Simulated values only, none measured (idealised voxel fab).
The document below concerns the process module designated voxel capacitor over wiring.
The figure presents cross-section cut, which has a width of 205 nm and is divided into square cells with an edge length of 5 nm.
For the purposes of this document, a cross-section shall be understood as a grid of square cells, specified as bands listed in top-to-bottom order, each band consisting of one or more rows of cells.
Band entry format. Leading values: height of top, height of bottom, nm. Remainder: materials in left-to-right order, each with its width in nm. Special words: "edge to edge" on a single material, which then fills the band edge to edge; "air", empty space.
Heights are reckoned from 0. Under this level, the received wafer is all of one material. The bottommost band is open-ended downward, for example "0 and below".
Note: "30 to 40" means the width goes from the first number (top row of the band) to the second number (bottom row) in equal steps per row of cells.
"remained the same" means the step left every cell of the cross-section as it was.
Empty spaces without an open route to the top, at least 8 cells in extent, make up the entry "Closed void roster"; each is given as width x height at distance, where the distance is measured from the left edge, and all are in nm.
Post-settings text on a step line: simulator's own remark regarding the step.
When a step includes a mask, the "overlay nm" setting on its line states how far to the right of its planned place that mask lay, and negative values state how far to the left.

### The steps planned for the process are as follows
1,RECEIVE: material Si
2,CONFORMAL_DEP: material SiO2, thk nm 10
3,DIRECTIONAL_DEP: material TiN, thk nm 5
4,DIRECTIONAL_DEP: material Ru, thk nm 20
5,DIRECTIONAL_DEP: material aC, thk nm 10
6,PATTERN: tone cover, mask id METAL_1, material resist, width nm 30, pitch nm 90, thk nm 30, overlay nm 0
7,DIRECTIONAL_ETCH: etch materials aC, depth nm 10
8,STRIP: etch materials resist
9,DIRECTIONAL_ETCH: etch materials Ru, depth nm 20
10,DIRECTIONAL_ETCH: etch materials TiN, depth nm 5
11,STRIP: etch materials aC
12,FILL_DEP: material lowk, thk nm 10
13,CMP: height nm 35
14,CONFORMAL_DEP: material SiCN, thk nm 5
15,DIRECTIONAL_DEP: material lowk, thk nm 15
16,DIRECTIONAL_DEP: material aC, thk nm 10
17,PATTERN: tone open, mask id PLUG_1, material resist, width nm 15, thk nm 30, overlay nm 0
18,DIRECTIONAL_ETCH: etch materials aC, depth nm 10
19,STRIP: etch materials resist
20,DIRECTIONAL_ETCH: etch materials lowk, depth nm 15
21,DIRECTIONAL_ETCH: etch materials SiCN, depth nm 5
22,STRIP: etch materials aC
23,EPI: material Ru, thk nm 10
24,EPI: material Ru, thk nm 10
25,DIRECTIONAL_DEP: material TiN, thk nm 10
26,DIRECTIONAL_DEP: material HfO2, thk nm 5
27,DIRECTIONAL_DEP: material TiN, thk nm 5
28,DIRECTIONAL_DEP: material aC, thk nm 10
29,PATTERN: tone cover, mask id UPPER_PLATE, material resist, width nm 65, thk nm 30, overlay nm 0
30,DIRECTIONAL_ETCH: etch materials aC, depth nm 10
31,STRIP: etch materials resist
32,DIRECTIONAL_ETCH: etch materials TiN, depth nm 5
33,DIRECTIONAL_ETCH: etch materials HfO2, depth nm 5
34,STRIP: etch materials aC
35,PATTERN: tone cover, mask id LOWER_PLATE, material resist, width nm 75, thk nm 20, overlay nm 0
36,DIRECTIONAL_ETCH: etch materials TiN, depth nm 10
37,STRIP: etch materials resist
38,FILL_DEP: material SiO2, thk nm 15
39,CMP: height nm 85
40,PATTERN: tone open, mask id PLUG_2, material resist, width nm 15, thk nm 15, overlay nm 0
41,DIRECTIONAL_ETCH: etch materials SiO2, depth nm 10
42,STRIP: etch materials resist
43,CONFORMAL_DEP: material TiN, thk nm 5
44,FILL_DEP: material Cu, thk nm 10
45,CMP: height nm 85
46,CONFORMAL_DEP: material SiCN, thk nm 5

### Incoming wafer, cross-sectional view, post step 1
> 0 and below = Si edge to edge
> Closed void roster: none

### Here's the wafer cut in cross-section after the module, started and planned just like above, except one thing was done wrong in the run
> 90 down to 85 = SiCN edge to edge
> 85 down to 80 = SiO2 55  TiN 65  SiO2 85
> 80 down to 75 = SiO2 55  HfO2 65  SiO2 85
> 75 down to 65 = SiO2 50  TiN 75  SiO2 80
> 65 down to 55 = SiO2 edge to edge
> 55 down to 40 = lowk edge to edge
> 40 down to 35 = SiCN edge to edge
> 35 down to 15 = lowk 40  Ru 30  lowk 60  Ru 30  lowk 45
> 15 down to 10 = lowk 40  TiN 30  lowk 60  TiN 30  lowk 45
> 10 down to 0 = SiO2 edge to edge
> 0 and below = Si edge to edge
> Closed void roster: none
Misprocessing identified: step 16 deviated from plan and actually ran as DIRECTIONAL_DEP: material SiO2, thk nm 10
